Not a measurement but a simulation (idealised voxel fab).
process module | voxel released beams
Square cell edge 5 nm, section width 235 nm, ID cut.
Cross-section format: a grid of square cells, given as bands from top to bottom; each band is one or more rows of cells.
Basically the band line says how high the top is and how high the bottom is, in nm, and then what's in it from left to right, every material with its width in nm. Empty space shows up as "air", and if a single material carries "edge to edge" it runs the full band edge to edge.
Below 0: as-received wafer, all one material; heights counted from there. Lowest band: no bottom, goes on down, written "z 0 and below".
When a width is written as two numbers, as in "30->40", the first number is the width in the top row of cells of the band and the second is the width in its bottom row, and the width changes by the same amount from each row to the next.
When a step is marked "nothing got changed", none of the cells in the cross-section changed during that step.
What "Enclosed voids" gives you is every empty space of 8 cells or more that is cut off from the top. Each appears as width x height at distance, with the distance taken from the left edge and width, height and distance all in nm.
If you see something after the settings on a step's line, that's the simulator's own remark about that step.
What "overlay nm" on a step's line means: if the step has a mask, that mask lay this far to the right of its planned place, or, when the value is negative, to the left.
# The planned process steps are enumerated hereunder
1,RECEIVE, material Si
2,CONFORMAL_DEP, material Al2O3, thk nm 5
3,DIRECTIONAL_DEP, material SiO2, thk nm 10
4,DIRECTIONAL_DEP, material aC, thk nm 10
5,PATTERN, tone open, mask id ANCHOR, material resist, width nm 35, thk nm 30, overlay nm 0
6,DIRECTIONAL_ETCH, etch materials aC, depth nm 10
7,STRIP, etch materials resist
8,DIRECTIONAL_ETCH, etch materials SiO2, depth nm 10
9,STRIP, etch materials aC
10,CONFORMAL_DEP, material SiN, thk nm 15
11,PATTERN, tone cover, mask id BEAM, material resist, width nm 120, thk nm 15, overlay nm 0
12,DIRECTIONAL_ETCH, etch materials SiN, depth nm 15
13,STRIP, etch materials resist
14,STRIP, etch materials SiO2
# Incoming wafer, cross-sectional view, post step 1
* z 0 and below | Si edge to edge
* Enclosed voids: none
# Same starting wafer, same plan as above, one mistake in the execution; this is the cross-section at the end of the module
* z 30 to 20 | 55 of air; 20 of SiN; 10 of air; 90 of SiN; 60 of air
* z 20 to 15 | 55 of air; 120 of SiN; 60 of air
* z 15 to 5 | 60 of air; 40 of SiN; 135 of air
* z 5 to 0 | Al2O3 edge to edge
* z 0 and below | Si edge to edge
* Enclosed voids: none
Here's what went sideways: step 5, actual vs plan mismatch, actual run PATTERN, tone open, mask id ANCHOR, material resist, width nm 40, thk nm 30, overlay nm 0
